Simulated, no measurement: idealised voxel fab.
The following process module bears the name voxel transistor to metal.
Displayed cross-section: cut, width of 200 nm, square cells sized 5 nm.
The cross-sections in this document take the form of a grid made of square cells. They are written out as bands, in order from top to bottom. Each band consists of one or more rows of cells. Basically the band line says how high the top is and how high the bottom is, in nm, and then what's in it from left to right, every material with its width in nm. Empty space shows up as "empty", and if a single material carries "edge to edge" it runs the full band edge to edge. Measure heights from 0. That's the level where, below it, the as-received wafer is all one material. The lowest band is bottomless and extends downward; write it as in "0 down". Think of "30->40" as a width that walks from the first number to the second as you go down the band, top row to bottom row, taking equal-sized steps from row to row. "remained unchanged" -> step changed no cross-section cell. If an empty space has no open way to the top and is at least 8 cells in size, "Fully closed voids" lists it, written width x height at distance, where distance is measured from the left edge and every value is in nm. Past the settings on a step's line: simulator remark, on that step. The optional step-line setting "overlay nm" applies to steps with a mask and quantifies how far to the right of its planned location the mask lay, a negative value indicating leftward placement.

### Process steps foreseen in the plan
1 RECEIVE with material Si
2 CONFORMAL_DEP with material SiO2, thk nm 5
3 CONFORMAL_DEP with material SiN, thk nm 15
4 PATTERN with tone cover, mask id ACTIVE, material resist, width nm 105, thk nm 15, overlay nm 0
5 DIRECTIONAL_ETCH with etch materials SiN, depth nm 15
6 DIRECTIONAL_ETCH with etch materials SiO2, depth nm 5
7 DIRECTIONAL_ETCH with etch materials Si, depth nm 35
8 STRIP with etch materials resist
9 OXIDIZE with depth nm 5
10 FILL_DEP with material SiO2, thk nm 5
11 CMP with height nm 20
12 SELECTIVE_ETCH with etch materials SiO2, depth nm 15
13 STRIP with etch materials SiN
14 SELECTIVE_ETCH with etch materials SiO2, depth nm 5
15 OXIDIZE with depth nm 5
16 DIRECTIONAL_DEP with material polySi, thk nm 30
17 DIRECTIONAL_DEP with material SiCN, thk nm 15
18 DIRECTIONAL_DEP with material aC, thk nm 15
19 PATTERN with tone cover, mask id GATE, material resist, width nm 15, thk nm 30, overlay nm 0
20 DIRECTIONAL_ETCH with etch materials aC, depth nm 15
21 STRIP with etch materials resist
22 DIRECTIONAL_ETCH with etch materials SiCN, depth nm 25
23 DIRECTIONAL_ETCH with etch materials polySi, depth nm 40
24 STRIP with etch materials aC
25 CONFORMAL_DEP with material SiN, thk nm 10
26 DIRECTIONAL_ETCH with etch materials SiN, depth nm 10
27 DIRECTIONAL_ETCH with etch materials SiO2, depth nm 5
28 DIRECTIONAL_ETCH with etch materials Si, depth nm 10
29 EPI with material pSi, thk nm 15
30 FILL_DEP with material SiO2, thk nm 5
31 CMP with height nm 45
32 DIRECTIONAL_DEP with material SiO2, thk nm 10
33 MASKED_ETCH with tone open, mask id CONTACT, width nm 20, pitch nm 75, etch materials SiO2, depth nm 55, overlay nm 0
34 CONFORMAL_DEP with material TiN, thk nm 5
35 FILL_DEP with material Ru, thk nm 10
36 CMP with height nm 55
37 CONFORMAL_DEP with material SiCN, thk nm 5
38 DIRECTIONAL_DEP with material SiO2, thk nm 20
39 MASKED_ETCH with tone open, mask id METAL_1, width nm 20, pitch nm 75, etch materials SiO2, depth nm 20, overlay nm 0
40 MASKED_ETCH with tone open, mask id METAL_1, width nm 20, pitch nm 75, etch materials SiCN, depth nm 5, overlay nm 0
41 CONFORMAL_DEP with material TiN, thk nm 5
42 FILL_DEP with material Cu, thk nm 5
43 CMP with height nm 80
44 CONFORMAL_DEP with material SiCN, thk nm 5
45 DIRECTIONAL_DEP with material lowk, thk nm 35
46 PATTERN with tone open, mask id METAL_2, material resist, width nm 20, pitch nm 75, thk nm 15, overlay nm 0
47 DIRECTIONAL_ETCH with etch materials lowk, depth nm 20
48 STRIP with etch materials resist
49 MASKED_ETCH with tone open, mask id METAL_2_HOLES, width nm 15, pitch nm 75, etch materials lowk, depth nm 15, overlay nm 0
50 MASKED_ETCH with tone open, mask id METAL_2_HOLES, width nm 15, pitch nm 75, etch materials SiCN, depth nm 5, overlay nm 0
51 CONFORMAL_DEP with material TiN, thk nm 5
52 FILL_DEP with material Ru, thk nm 5
53 CMP with height nm 120
54 CONFORMAL_DEP with material SiN, thk nm 5

### First of two wafers, with the run carried out as planned

### Cross-section, incoming material, after step 1
> 0 down  Si edge to edge
> Fully closed voids: none

### The wafer, seen in cross-section, after step 2
> 5 to 0  SiO2 edge to edge
> Lower than 0, everything is as it was.

### The wafer, seen in cross-section, after step 3
> 20 to 5  SiN edge to edge
> Lower than 5, everything is as it was.

### The wafer, seen in cross-section, after step 4
> 35 to 20  empty 45  resist 105  empty 50
> Lower than 20, everything is as it was.

### The wafer, seen in cross-section, after step 5
> 35 to 20  empty 45  resist 105  empty 50
> 20 to 5  empty 45  SiN 105  empty 50
> Lower than 5, everything is as it was.

### The wafer, seen in cross-section, after step 6
> 35 to 20  empty 45  resist 105  empty 50
> 20 to 5  empty 45  SiN 105  empty 50
> 5 to 0  empty 45  SiO2 105  empty 50
> Lower than 0, everything is as it was.

### The wafer, seen in cross-section, after step 7
> 35 to 20  empty 45  resist 105  empty 50
> 20 to 5  empty 45  SiN 105  empty 50
> 5 to 0  empty 45  SiO2 105  empty 50
> 0 to -35  empty 45  Si 105  empty 50
> Lower than -35, everything is as it was.

### The wafer, seen in cross-section, after step 8
> 20 to 5  empty 45  SiN 105  empty 50
> Lower than 5, everything is as it was.

### The wafer, seen in cross-section, after step 9
> 20 to 5  empty 45  SiN 105  empty 50
> 5 to 0  empty 45  SiO2 105  empty 50
> 0 to -35  empty 45  SiO2 5  Si 95  SiO2 5  empty 50
> -35 to -40  SiO2 50  Si 95  SiO2 55
> Lower than -40, everything is as it was.

### The wafer, seen in cross-section, after step 10
> 25 to 20  SiO2 edge to edge
> 20 to 5  SiO2 45  SiN 105  SiO2 50
> 5 to 0  SiO2 edge to edge
> 0 to -40  SiO2 50  Si 95  SiO2 55
> Lower than -40, everything is as it was.

### The wafer, seen in cross-section, after step 11
> 20 to 5  SiO2 45  SiN 105  SiO2 50
> Lower than 5, everything is as it was.

### The wafer, seen in cross-section, after step 12
> 20 to 5  empty 45  SiN 105  empty 50
> Lower than 5, everything is as it was.

### The wafer, seen in cross-section, after step 13
> 5 to 0  SiO2 edge to edge
> Lower than 0, everything is as it was.

### The wafer, seen in cross-section, after step 14
> 0 to -40  SiO2 50  Si 95  SiO2 55
> Lower than -40, everything is as it was.

### The wafer, seen in cross-section, after step 15
> 0 to -5  SiO2 edge to edge
> Lower than -5, everything is as it was.

### The wafer, seen in cross-section, after step 16
> 30 to 0  polySi edge to edge
> Lower than 0, everything is as it was.

### The wafer, seen in cross-section, after step 17
> 45 to 30  SiCN edge to edge
> Lower than 30, everything is as it was.

### The wafer, seen in cross-section, after step 18
> 60 to 45  aC edge to edge
> Lower than 45, everything is as it was.

### The wafer, seen in cross-section, after step 19
> 90 to 60  empty 90  resist 15  empty 95
> Lower than 60, everything is as it was.

### The wafer, seen in cross-section, after step 20
> 75 to 60  empty 90  resist 15  empty 95
> 60 to 45  empty 90  aC 15  empty 95
> Lower than 45, everything is as it was.

### The wafer, seen in cross-section, after step 21
> 60 to 45  empty 90  aC 15  empty 95
> Lower than 45, everything is as it was.

### The wafer, seen in cross-section, after step 22
> 60 to 45  empty 90  aC 15  empty 95
> 45 to 30  empty 90  SiCN 15  empty 95
> Lower than 30, everything is as it was.

### The wafer, seen in cross-section, after step 23
> 60 to 45  empty 90  aC 15  empty 95
> 45 to 30  empty 90  SiCN 15  empty 95
> 30 to 0  empty 90  polySi 15  empty 95
> Lower than 0, everything is as it was.

### The wafer, seen in cross-section, after step 24
> 45 to 30  empty 90  SiCN 15  empty 95
> Lower than 30, everything is as it was.

### The wafer, seen in cross-section, after step 25
> 55 to 45  empty 80  SiN 35  empty 85
> 45 to 30  empty 80  SiN 10  SiCN 15  SiN 10  empty 85
> 30 to 10  empty 80  SiN 10  polySi 15  SiN 10  empty 85
> 10 to 0  SiN 90  polySi 15  SiN 95
> Lower than 0, everything is as it was.

### The wafer, seen in cross-section, after step 26
> 45 to 30  empty 80  SiN 10  SiCN 15  SiN 10  empty 85
> 30 to 0  empty 80  SiN 10  polySi 15  SiN 10  empty 85
> Lower than 0, everything is as it was.

### The wafer, seen in cross-section, after step 27
> 45 to 30  empty 80  SiN 10  SiCN 15  SiN 10  empty 85
> 30 to 0  empty 80  SiN 10  polySi 15  SiN 10  empty 85
> 0 to -5  empty 80  SiO2 35  empty 85
> Lower than -5, everything is as it was.

### The wafer, seen in cross-section, after step 28
> 45 to 30  empty 80  SiN 10  SiCN 15  SiN 10  empty 85
> 30 to 0  empty 80  SiN 10  polySi 15  SiN 10  empty 85
> 0 to -5  empty 80  SiO2 35  empty 85
> -5 to -15  SiO2 50  empty 30  Si 35  empty 30  SiO2 55
> Lower than -15, everything is as it was.

### The wafer, seen in cross-section, after step 29
> 45 to 30  empty 80  SiN 10  SiCN 15  SiN 10  empty 85
> 30 to 10  empty 80  SiN 10  polySi 15  SiN 10  empty 85
> 10 to 0  empty 65  pSi 15  SiN 10  polySi 15  SiN 10  pSi 15  empty 70
> 0 to -5  empty 45  pSi 35  SiO2 35  pSi 35  empty 50
> -5 to -15  SiO2 50  pSi 30  Si 35  pSi 30  SiO2 55
> Lower than -15, everything is as it was.

### The wafer, seen in cross-section, after step 30
> 50 to 45  SiO2 edge to edge
> 45 to 30  SiO2 80  SiN 10  SiCN 15  SiN 10  SiO2 85
> 30 to 10  SiO2 80  SiN 10  polySi 15  SiN 10  SiO2 85
> 10 to 0  SiO2 65  pSi 15  SiN 10  polySi 15  SiN 10  pSi 15  SiO2 70
> 0 to -5  SiO2 45  pSi 35  SiO2 35  pSi 35  SiO2 50
> Lower than -5, everything is as it was.

### The wafer, seen in cross-section, after step 31
> 45 to 30  SiO2 80  SiN 10  SiCN 15  SiN 10  SiO2 85
> Lower than 30, everything is as it was.

### The wafer, seen in cross-section, after step 32
> 55 to 45  SiO2 edge to edge
> Lower than 45, everything is as it was.

### The wafer, seen in cross-section, after step 33
> 55 to 45  SiO2 50  empty 20  SiO2 55  empty 20  SiO2 55
> 45 to 30  SiO2 50  empty 20  SiO2 10  SiN 10  SiCN 15  SiN 10  SiO2 10  empty 20  SiO2 55
> 30 to 10  SiO2 50  empty 20  SiO2 10  SiN 10  polySi 15  SiN 10  SiO2 10  empty 20  SiO2 55
> 10 to 0  SiO2 50  empty 15  pSi 15  SiN 10  polySi 15  SiN 10  pSi 15  empty 15  SiO2 55
> Lower than 0, everything is as it was.

### The wafer, seen in cross-section, after step 34
> 60 to 55  TiN 55  empty 10  TiN 65  empty 10  TiN 60
> 55 to 45  SiO2 50  TiN 5  empty 10  TiN 5  SiO2 55  TiN 5  empty 10  TiN 5  SiO2 55
> 45 to 30  SiO2 50  TiN 5  empty 10  TiN 5  SiO2 10  SiN 10  SiCN 15  SiN 10  SiO2 10  TiN 5  empty 10  TiN 5  SiO2 55
> 30 to 15  SiO2 50  TiN 5  empty 10  TiN 5  SiO2 10  SiN 10  polySi 15  SiN 10  SiO2 10  TiN 5  empty 10  TiN 5  SiO2 55
> 15 to 10  SiO2 50  TiN 5  empty 5  TiN 10  SiO2 10  SiN 10  polySi 15  SiN 10  SiO2 10  TiN 10  empty 5  TiN 5  SiO2 55
> 10 to 5  SiO2 50  TiN 5  empty 5  TiN 5  pSi 15  SiN 10  polySi 15  SiN 10  pSi 15  TiN 5  empty 5  TiN 5  SiO2 55
> 5 to 0  SiO2 50  TiN 15  pSi 15  SiN 10  polySi 15  SiN 10  pSi 15  TiN 15  SiO2 55
> Lower than 0, everything is as it was.

### The wafer, seen in cross-section, after step 35
> 70 to 60  Ru edge to edge
> 60 to 55  TiN 55  Ru 10  TiN 65  Ru 10  TiN 60
> 55 to 45  SiO2 50  TiN 5  Ru 10  TiN 5  SiO2 55  TiN 5  Ru 10  TiN 5  SiO2 55
> 45 to 30  SiO2 50  TiN 5  Ru 10  TiN 5  SiO2 10  SiN 10  SiCN 15  SiN 10  SiO2 10  TiN 5  Ru 10  TiN 5  SiO2 55
> 30 to 15  SiO2 50  TiN 5  Ru 10  TiN 5  SiO2 10  SiN 10  polySi 15  SiN 10  SiO2 10  TiN 5  Ru 10  TiN 5  SiO2 55
> 15 to 10  SiO2 50  TiN 5  Ru 5  TiN 10  SiO2 10  SiN 10  polySi 15  SiN 10  SiO2 10  TiN 10  Ru 5  TiN 5  SiO2 55
> 10 to 5  SiO2 50  TiN 5  Ru 5  TiN 5  pSi 15  SiN 10  polySi 15  SiN 10  pSi 15  TiN 5  Ru 5  TiN 5  SiO2 55
> Lower than 5, everything is as it was.

### The wafer, seen in cross-section, after step 36
> 55 to 45  SiO2 50  TiN 5  Ru 10  TiN 5  SiO2 55  TiN 5  Ru 10  TiN 5  SiO2 55
> Lower than 45, everything is as it was.

### The wafer, seen in cross-section, after step 37
> 60 to 55  SiCN edge to edge
> Lower than 55, everything is as it was.

### The wafer, seen in cross-section, after step 38
> 80 to 60  SiO2 edge to edge
> Lower than 60, everything is as it was.

### The wafer, seen in cross-section, after step 39
> 80 to 60  SiO2 50  empty 20  SiO2 55  empty 20  SiO2 55
> Lower than 60, everything is as it was.

### The wafer, seen in cross-section, after step 40
> 80 to 60  SiO2 50  empty 20  SiO2 55  empty 20  SiO2 55
> 60 to 55  SiCN 50  empty 20  SiCN 55  empty 20  SiCN 55
> Lower than 55, everything is as it was.

### The wafer, seen in cross-section, after step 41
> 85 to 80  TiN 55  empty 10  TiN 65  empty 10  TiN 60
> 80 to 60  SiO2 50  TiN 5  empty 10  TiN 5  SiO2 55  TiN 5  empty 10  TiN 5  SiO2 55
> 60 to 55  SiCN 50  TiN 20  SiCN 55  TiN 20  SiCN 55
> Lower than 55, everything is as it was.

### The wafer, seen in cross-section, after step 42
> 90 to 85  Cu edge to edge
> 85 to 80  TiN 55  Cu 10  TiN 65  Cu 10  TiN 60
> 80 to 60  SiO2 50  TiN 5  Cu 10  TiN 5  SiO2 55  TiN 5  Cu 10  TiN 5  SiO2 55
> Lower than 60, everything is as it was.

### The wafer, seen in cross-section, after step 43
> 80 to 60  SiO2 50  TiN 5  Cu 10  TiN 5  SiO2 55  TiN 5  Cu 10  TiN 5  SiO2 55
> Lower than 60, everything is as it was.

### The wafer, seen in cross-section, after step 44
> 85 to 80  SiCN edge to edge
> Lower than 80, everything is as it was.

### The wafer, seen in cross-section, after step 45
> 120 to 85  lowk edge to edge
> Lower than 85, everything is as it was.

### The wafer, seen in cross-section, after step 46
> 135 to 120  resist 50  empty 20  resist 55  empty 20  resist 55
> Lower than 120, everything is as it was.

### The wafer, seen in cross-section, after step 47
> 135 to 120  resist 50  empty 20  resist 55  empty 20  resist 55
> 120 to 100  lowk 50  empty 20  lowk 55  empty 20  lowk 55
> Lower than 100, everything is as it was.

### The wafer, seen in cross-section, after step 48
> 120 to 100  lowk 50  empty 20  lowk 55  empty 20  lowk 55
> Lower than 100, everything is as it was.

### The wafer, seen in cross-section, after step 49
> 120 to 100  lowk 50  empty 20  lowk 55  empty 20  lowk 55
> 100 to 85  lowk 50  empty 15  lowk 60  empty 15  lowk 60
> Lower than 85, everything is as it was.

### The wafer, seen in cross-section, after step 50
> 120 to 100  lowk 50  empty 20  lowk 55  empty 20  lowk 55
> 100 to 85  lowk 50  empty 15  lowk 60  empty 15  lowk 60
> 85 to 80  SiCN 50  empty 15  SiCN 60  empty 15  SiCN 60
> Lower than 80, everything is as it was.

### The wafer, seen in cross-section, after step 51
> 125 to 120  TiN 55  empty 10  TiN 65  empty 10  TiN 60
> 120 to 105  lowk 50  TiN 5  empty 10  TiN 5  lowk 55  TiN 5  empty 10  TiN 5  lowk 55
> 105 to 100  lowk 50  TiN 5  empty 5  TiN 10  lowk 55  TiN 5  empty 5  TiN 10  lowk 55
> 100 to 85  lowk 50  TiN 5  empty 5  TiN 5  lowk 60  TiN 5  empty 5  TiN 5  lowk 60
> 85 to 80  SiCN 50  TiN 15  SiCN 60  TiN 15  SiCN 60
> Lower than 80, everything is as it was.

### The wafer, seen in cross-section, after step 52
> 130 to 125  Ru edge to edge
> 125 to 120  TiN 55  Ru 10  TiN 65  Ru 10  TiN 60
> 120 to 105  lowk 50  TiN 5  Ru 10  TiN 5  lowk 55  TiN 5  Ru 10  TiN 5  lowk 55
> 105 to 100  lowk 50  TiN 5  Ru 5  TiN 10  lowk 55  TiN 5  Ru 5  TiN 10  lowk 55
> 100 to 85  lowk 50  TiN 5  Ru 5  TiN 5  lowk 60  TiN 5  Ru 5  TiN 5  lowk 60
> Lower than 85, everything is as it was.

### The wafer, seen in cross-section, after step 53
> 120 to 105  lowk 50  TiN 5  Ru 10  TiN 5  lowk 55  TiN 5  Ru 10  TiN 5  lowk 55
> Lower than 105, everything is as it was.

### The wafer, seen in cross-section, after step 54
> 125 to 120  SiN edge to edge
> Lower than 120, everything is as it was.

### The second wafer: identical to the first at the outset and in its planned sequence, differing only in that one mistake was made during processing; up to and including step 29, its path is the first wafer's path

### Second wafer: cross-section at the scheduled end of step 30
> 50 to 45  polySi edge to edge
> 45 to 30  polySi 80  SiN 10  SiCN 15  SiN 10  polySi 85
> 30 to 10  polySi 80  SiN 10  polySi 15  SiN 10  polySi 85
> 10 to 0  polySi 65  pSi 15  SiN 10  polySi 15  SiN 10  pSi 15  polySi 70
> 0 to -5  polySi 45  pSi 35  SiO2 35  pSi 35  polySi 50
> Lower than -5, everything is as it was.

### Second wafer: cross-section at the scheduled end of step 31
> 45 to 30  polySi 80  SiN 10  SiCN 15  SiN 10  polySi 85
> Lower than 30, everything is as it was.

### Second wafer: cross-section at the scheduled end of step 32
> 55 to 45  SiO2 edge to edge
> Lower than 45, everything is as it was.

### Second wafer: cross-section at the scheduled end of step 33
> 55 to 45  SiO2 50  empty 20  SiO2 55  empty 20  SiO2 55
> Lower than 45, everything is as it was.

### Second wafer: cross-section at the scheduled end of step 34
> 60 to 55  TiN 55  empty 10  TiN 65  empty 10  TiN 60
> 55 to 50  SiO2 50  TiN 5  empty 10  TiN 5  SiO2 55  TiN 5  empty 10  TiN 5  SiO2 55
> 50 to 45  SiO2 50  TiN 20  SiO2 55  TiN 20  SiO2 55
> Lower than 45, everything is as it was.

### Second wafer: cross-section at the scheduled end of step 35
> 70 to 60  Ru edge to edge
> 60 to 55  TiN 55  Ru 10  TiN 65  Ru 10  TiN 60
> 55 to 50  SiO2 50  TiN 5  Ru 10  TiN 5  SiO2 55  TiN 5  Ru 10  TiN 5  SiO2 55
> Lower than 50, everything is as it was.

### Second wafer: cross-section at the scheduled end of step 36
> 55 to 50  SiO2 50  TiN 5  Ru 10  TiN 5  SiO2 55  TiN 5  Ru 10  TiN 5  SiO2 55
> Lower than 50, everything is as it was.

### Second wafer: cross-section at the scheduled end of step 37
> 60 to 55  SiCN edge to edge
> Lower than 55, everything is as it was.

### Second wafer: cross-section at the scheduled end of step 38
> 80 to 60  SiO2 edge to edge
> Lower than 60, everything is as it was.

### Second wafer: cross-section at the scheduled end of step 39
> 80 to 60  SiO2 50  empty 20  SiO2 55  empty 20  SiO2 55
> Lower than 60, everything is as it was.

### Second wafer: cross-section at the scheduled end of step 40
> 80 to 60  SiO2 50  empty 20  SiO2 55  empty 20  SiO2 55
> 60 to 55  SiCN 50  empty 20  SiCN 55  empty 20  SiCN 55
> Lower than 55, everything is as it was.

### Second wafer: cross-section at the scheduled end of step 41
> 85 to 80  TiN 55  empty 10  TiN 65  empty 10  TiN 60
> 80 to 60  SiO2 50  TiN 5  empty 10  TiN 5  SiO2 55  TiN 5  empty 10  TiN 5  SiO2 55
> 60 to 55  SiCN 50  TiN 20  SiCN 55  TiN 20  SiCN 55
> Lower than 55, everything is as it was.

### Second wafer: cross-section at the scheduled end of step 42
> 90 to 85  Cu edge to edge
> 85 to 80  TiN 55  Cu 10  TiN 65  Cu 10  TiN 60
> 80 to 60  SiO2 50  TiN 5  Cu 10  TiN 5  SiO2 55  TiN 5  Cu 10  TiN 5  SiO2 55
> Lower than 60, everything is as it was.

### Second wafer: cross-section at the scheduled end of step 43
> 80 to 60  SiO2 50  TiN 5  Cu 10  TiN 5  SiO2 55  TiN 5  Cu 10  TiN 5  SiO2 55
> Lower than 60, everything is as it was.

### Second wafer: cross-section at the scheduled end of step 44
> 85 to 80  SiCN edge to edge
> Lower than 80, everything is as it was.

### Second wafer: cross-section at the scheduled end of step 45
> 120 to 85  lowk edge to edge
> Lower than 85, everything is as it was.

### Second wafer: cross-section at the scheduled end of step 46
> 135 to 120  resist 50  empty 20  resist 55  empty 20  resist 55
> Lower than 120, everything is as it was.

### Second wafer: cross-section at the scheduled end of step 47
> 135 to 120  resist 50  empty 20  resist 55  empty 20  resist 55
> 120 to 100  lowk 50  empty 20  lowk 55  empty 20  lowk 55
> Lower than 100, everything is as it was.

### Second wafer: cross-section at the scheduled end of step 48
> 120 to 100  lowk 50  empty 20  lowk 55  empty 20  lowk 55
> Lower than 100, everything is as it was.

### Second wafer: cross-section at the scheduled end of step 49
> 120 to 100  lowk 50  empty 20  lowk 55  empty 20  lowk 55
> 100 to 85  lowk 50  empty 15  lowk 60  empty 15  lowk 60
> Lower than 85, everything is as it was.

### Second wafer: cross-section at the scheduled end of step 50
> 120 to 100  lowk 50  empty 20  lowk 55  empty 20  lowk 55
> 100 to 85  lowk 50  empty 15  lowk 60  empty 15  lowk 60
> 85 to 80  SiCN 50  empty 15  SiCN 60  empty 15  SiCN 60
> Lower than 80, everything is as it was.

### Second wafer: cross-section at the scheduled end of step 51
> 125 to 120  TiN 55  empty 10  TiN 65  empty 10  TiN 60
> 120 to 105  lowk 50  TiN 5  empty 10  TiN 5  lowk 55  TiN 5  empty 10  TiN 5  lowk 55
> 105 to 100  lowk 50  TiN 5  empty 5  TiN 10  lowk 55  TiN 5  empty 5  TiN 10  lowk 55
> 100 to 85  lowk 50  TiN 5  empty 5  TiN 5  lowk 60  TiN 5  empty 5  TiN 5  lowk 60
> 85 to 80  SiCN 50  TiN 15  SiCN 60  TiN 15  SiCN 60
> Lower than 80, everything is as it was.

### Second wafer: cross-section at the scheduled end of step 52
> 130 to 125  Ru edge to edge
> 125 to 120  TiN 55  Ru 10  TiN 65  Ru 10  TiN 60
> 120 to 105  lowk 50  TiN 5  Ru 10  TiN 5  lowk 55  TiN 5  Ru 10  TiN 5  lowk 55
> 105 to 100  lowk 50  TiN 5  Ru 5  TiN 10  lowk 55  TiN 5  Ru 5  TiN 10  lowk 55
> 100 to 85  lowk 50  TiN 5  Ru 5  TiN 5  lowk 60  TiN 5  Ru 5  TiN 5  lowk 60
> Lower than 85, everything is as it was.

### Second wafer: cross-section at the scheduled end of step 53
> 120 to 105  lowk 50  TiN 5  Ru 10  TiN 5  lowk 55  TiN 5  Ru 10  TiN 5  lowk 55
> Lower than 105, everything is as it was.

### Second wafer: cross-section at the scheduled end of step 54
> 125 to 120  SiN edge to edge
> Lower than 120, everything is as it was.
It is concluded that the wafer was processed incorrectly with respect to the plan, in that note that step 30 departed from the planned setting and was carried out as FILL_DEP with material polySi, thk nm 5
Heads up, by the end the second wafer has more or fewer cells of some materials compared to the first: 32 fewer of Ru | 236 fewer of SiO2 | 36 fewer of TiN | 304 more of polySi
